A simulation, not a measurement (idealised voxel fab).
A process module follows: voxel fin reveal.
We display cut, a cross-section 260 nm in width whose square cells are each 5 nm.
How to read a cross-section here: the picture is a grid of square cells, written as bands going from the top down, and any band can span one or more rows of cells.
First you get the band's top height and its bottom height, in nm, and then the materials it's made of, left to right, with each width in nm. If you see a single material with "everywhere", that one covers the band edge to edge. "empty" is empty space.
Beneath 0, the wafer as received is one material, and that level is where height counting begins. The lowest band goes on downward without a bottom; it is written like "from 0 down".
The notation "30->40" denotes a width that varies across the rows of cells in the band, beginning at the first number in the top row, finishing at the second number in the bottom row, and changing by an identical amount from each row to the next.
When a step is marked "no alterations made", none of the cells in the cross-section changed during that step.
Any empty space of 8 cells or more lacking an open way to the top shows up in "Enclosed void list" as width x height at distance, distance from the left edge, in nm.
The remark found on a step's line after its settings is issued by the simulator itself and pertains to that step.
"overlay nm" answers the question of how far to the right of plan the mask lay on a step that has a mask, and when it is negative the answer is to the left.

**The following list gives the planned process steps**
1,RECEIVE,material Si
2,CONFORMAL_DEP,material SiN,thk nm 5
3,PATTERN,tone cover,mask id FINS,material resist,width nm 15,pitch nm 40,thk nm 20,overlay nm 0
4,DIRECTIONAL_ETCH,etch materials SiN,depth nm 5
5,DIRECTIONAL_ETCH,etch materials Si,depth nm 30
6,STRIP,etch materials resist
7,OXIDIZE,depth nm 5
8,FILL_DEP,material SiO2,thk nm 15
9,CMP,height nm 5
10,SELECTIVE_ETCH,etch materials SiO2,depth nm 15
11,STRIP,etch materials SiN
12,CONFORMAL_DEP,material HfO2,thk nm 5

**On the first of the two wafers: run conducted according to plan**

**Cross-section of the incoming wafer, state after step 1**
	from 0 down  Si everywhere
	Enclosed void list: none

**Cross-section through the wafer, step 2 finished**
	from 5 to 0  SiN everywhere
	Everything below 0 is unchanged.

**Cross-section through the wafer, step 3 finished**
	from 25 to 5  empty=80, then resist=15, then empty=25, then resist=15, then empty=25, then resist=15, then empty=85
	Everything below 5 is unchanged.

**Cross-section through the wafer, step 4 finished**
	from 25 to 5  empty=80, then resist=15, then empty=25, then resist=15, then empty=25, then resist=15, then empty=85
	from 5 to 0  empty=80, then SiN=15, then empty=25, then SiN=15, then empty=25, then SiN=15, then empty=85
	Everything below 0 is unchanged.

**Cross-section through the wafer, step 5 finished**
	from 25 to 5  empty=80, then resist=15, then empty=25, then resist=15, then empty=25, then resist=15, then empty=85
	from 5 to 0  empty=80, then SiN=15, then empty=25, then SiN=15, then empty=25, then SiN=15, then empty=85
	from 0 to -30  empty=80, then Si=15, then empty=25, then Si=15, then empty=25, then Si=15, then empty=85
	Everything below -30 is unchanged.

**Cross-section through the wafer, step 6 finished**
	from 5 to 0  empty=80, then SiN=15, then empty=25, then SiN=15, then empty=25, then SiN=15, then empty=85
	Everything below 0 is unchanged.

**Cross-section through the wafer, step 7 finished**
	from 5 to 0  empty=80, then SiN=15, then empty=25, then SiN=15, then empty=25, then SiN=15, then empty=85
	from 0 to -30  empty=80, then SiO2=5, then Si=5, then SiO2=5, then empty=25, then SiO2=5, then Si=5, then SiO2=5, then empty=25, then SiO2=5, then Si=5, then SiO2=5, then empty=85
	from -30 to -35  SiO2=85, then Si=5, then SiO2=35, then Si=5, then SiO2=35, then Si=5, then SiO2=90
	Everything below -35 is unchanged.

**Cross-section through the wafer, step 8 finished**
	from 20 to 5  SiO2 everywhere
	from 5 to 0  SiO2=80, then SiN=15, then SiO2=25, then SiN=15, then SiO2=25, then SiN=15, then SiO2=85
	from 0 to -35  SiO2=85, then Si=5, then SiO2=35, then Si=5, then SiO2=35, then Si=5, then SiO2=90
	Everything below -35 is unchanged.

**Cross-section through the wafer, step 9 finished**
	from 5 to 0  SiO2=80, then SiN=15, then SiO2=25, then SiN=15, then SiO2=25, then SiN=15, then SiO2=85
	Everything below 0 is unchanged.

**Cross-section through the wafer, step 10 finished**
	from 5 to 0  empty=80, then SiN=15, then empty=25, then SiN=15, then empty=25, then SiN=15, then empty=85
	from 0 to -10  empty=85, then Si=5, then empty=35, then Si=5, then empty=35, then Si=5, then empty=90
	Everything below -10 is unchanged.

**Cross-section through the wafer, step 11 finished**
	from 0 to -10  empty=85, then Si=5, then empty=35, then Si=5, then empty=35, then Si=5, then empty=90
	Everything below -10 is unchanged.

**Cross-section through the wafer, step 12 finished**
	from 5 to 0  empty=80, then HfO2=15, then empty=25, then HfO2=15, then empty=25, then HfO2=15, then empty=85
	from 0 to -5  empty=80, then HfO2=5, then Si=5, then HfO2=5, then empty=25, then HfO2=5, then Si=5, then HfO2=5, then empty=25, then HfO2=5, then Si=5, then HfO2=5, then empty=85
	from -5 to -10  HfO2=85, then Si=5, then HfO2=35, then Si=5, then HfO2=35, then Si=5, then HfO2=90
	Everything below -10 is unchanged.

**What follows concerns the second wafer, which started out like the first and was meant to follow the very same plan; one mistake crept in when it was run, but everything up to and including step 11 is the same as for the first wafer**

The second wafer cut through, at the time step 12 was supposed to be finished: no alterations made
So what did we get wrong on this run? it should be noted that step 12 of the plan was omitted and was not performed
FYI, end of process, the second wafer has more or fewer cells of some materials than the first: HfO2 -64
